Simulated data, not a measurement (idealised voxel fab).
process module | voxel capacitor over wiring
cross-section cut | 280 nm wide | cells 5 nm
A cross-section is a grid of square cells, given in bands from the top down. A band is one or more rows of cells.
Each band's line starts with the height of the band's top and of its bottom, in nm. Then come its materials from left to right, each with its width in nm. One material with "throughout" fills the band from edge to edge. "air" is empty space.
Height 0 is the level under which the wafer as received is all one material. The lowest band goes on downwards, as in "0 down".
A width such as "30 to 40" changes by the same amount from each row of cells to the next, from the band's top row to its bottom row.
"no change" after a step means that no cell of the cross-section changed.
closed voids: empty space of 8 cells or more with no open way to the top, each as width x height at its distance from the left edge, in nm
after a step's settings: what the simulator itself notes on the step
overlay nm, on a step with a mask: how far to the right of its planned place the mask lay; to the left if negative
plan
1 op RECEIVE | material Si
2 op CONFORMAL_DEP | material SiO2 | thk nm 15
3 op CONFORMAL_DEP | material SiCN | thk nm 5
4 op DIRECTIONAL_DEP | material lowk | thk nm 15
5 op MASKED_ETCH | tone open | mask id METAL_1 | width nm 25 | pitch nm 90 | etch materials lowk | depth nm 15 | overlay nm 0
6 op MASKED_ETCH | tone open | mask id METAL_1 | width nm 25 | pitch nm 90 | etch materials SiCN | depth nm 5 | overlay nm 0
7 op CONFORMAL_DEP | material TiN | thk nm 5
8 op FILL_DEP | material Cu | thk nm 5
9 op CMP | height nm 35
10 op CONFORMAL_DEP | material SiCN | thk nm 5
11 op DIRECTIONAL_DEP | material SiO2 | thk nm 20
12 op MASKED_ETCH | tone open | mask id PLUG_1 | width nm 15 | etch materials SiO2 | depth nm 20 | overlay nm 0
13 op MASKED_ETCH | tone open | mask id PLUG_1 | width nm 15 | etch materials SiCN | depth nm 5 | overlay nm 0
14 op EPI | material Ru | thk nm 10
15 op EPI | material Ru | thk nm 10
16 op EPI | material Ru | thk nm 5
17 op DIRECTIONAL_DEP | material TiN | thk nm 10
18 op DIRECTIONAL_DEP | material Al2O3 | thk nm 5
19 op DIRECTIONAL_DEP | material TiN | thk nm 5
20 op PATTERN | tone cover | mask id UPPER_PLATE | material resist | width nm 70 | thk nm 15 | overlay nm 0
21 op DIRECTIONAL_ETCH | etch materials TiN | depth nm 5
22 op DIRECTIONAL_ETCH | etch materials Al2O3 | depth nm 5
23 op STRIP | etch materials resist
24 op MASKED_ETCH | tone cover | mask id LOWER_PLATE | width nm 80 | etch materials TiN | depth nm 10 | overlay nm 0
25 op FILL_DEP | material SiO2 | thk nm 20
26 op CMP | height nm 95
27 op PATTERN | tone open | mask id PLUG_2 | material resist | width nm 15 | thk nm 20 | overlay nm 0
28 op DIRECTIONAL_ETCH | etch materials SiO2 | depth nm 15
29 op STRIP | etch materials resist
30 op CONFORMAL_DEP | material TiN | thk nm 5
31 op FILL_DEP | material W | thk nm 10
32 op CMP | height nm 95
33 op CONFORMAL_DEP | material SiCN | thk nm 5
as received, after step 1
  0 down: Si throughout
  closed voids: none
first wafer at the end, as planned
  100 to 95: SiCN throughout
  95 to 85: SiO2 100 | TiN 5 | W 5 | TiN 5 | SiO2 165
  85 to 75: SiO2 100 to 90 | TiN 15 to 70 | SiO2 165 to 120
  75 to 70: SiO2 90 | Al2O3 70 | SiO2 120
  70 to 60: SiO2 85 | TiN 80 | SiO2 115
  60 to 40: SiO2 90 | Ru 15 | SiO2 175
  40 to 35: SiCN 90 | Ru 15 | SiCN 175
  35 to 20: lowk 80 | TiN 5 | Cu 15 | TiN 5 | lowk 65 | TiN 5 | Cu 15 | TiN 5 | lowk 85
  20 to 15: SiCN 80 | TiN 25 | SiCN 65 | TiN 25 | SiCN 85
  15 to 0: SiO2 throughout
  0 down: Si throughout
  closed voids: none
second wafer at the end: like start, like plan, one mistake
  100 to 95: SiCN throughout
  95 to 85: SiO2 100 | TiN 5 | W 5 | TiN 5 | SiO2 165
  85 to 75: SiO2 100 to 90 | TiN 15 to 70 | SiO2 165 to 120
  75 to 70: SiO2 90 | Al2O3 70 | SiO2 120
  70 to 60: SiO2 85 | TiN 80 | SiO2 115
  60 to 40: SiO2 90 | Ru 15 | SiO2 175
  40 to 35: SiCN 90 | Ru 15 | SiCN 175
  35 to 20: lowk 80 | TiN 5 | Cu 15 | TiN 5 | lowk 65 | TiN 5 | Cu 15 | TiN 5 | lowk 85
  20 to 15: SiCN 80 | TiN 25 | SiCN 65 | TiN 25 | SiCN 85
  15 to 0: Ru throughout
  0 down: Si throughout
  closed voids: none
what went wrong: step 2 ran as: op CONFORMAL_DEP | material Ru | thk nm 15
at the end the second wafer has, in cells: 168 more of Ru | 168 fewer of SiO2
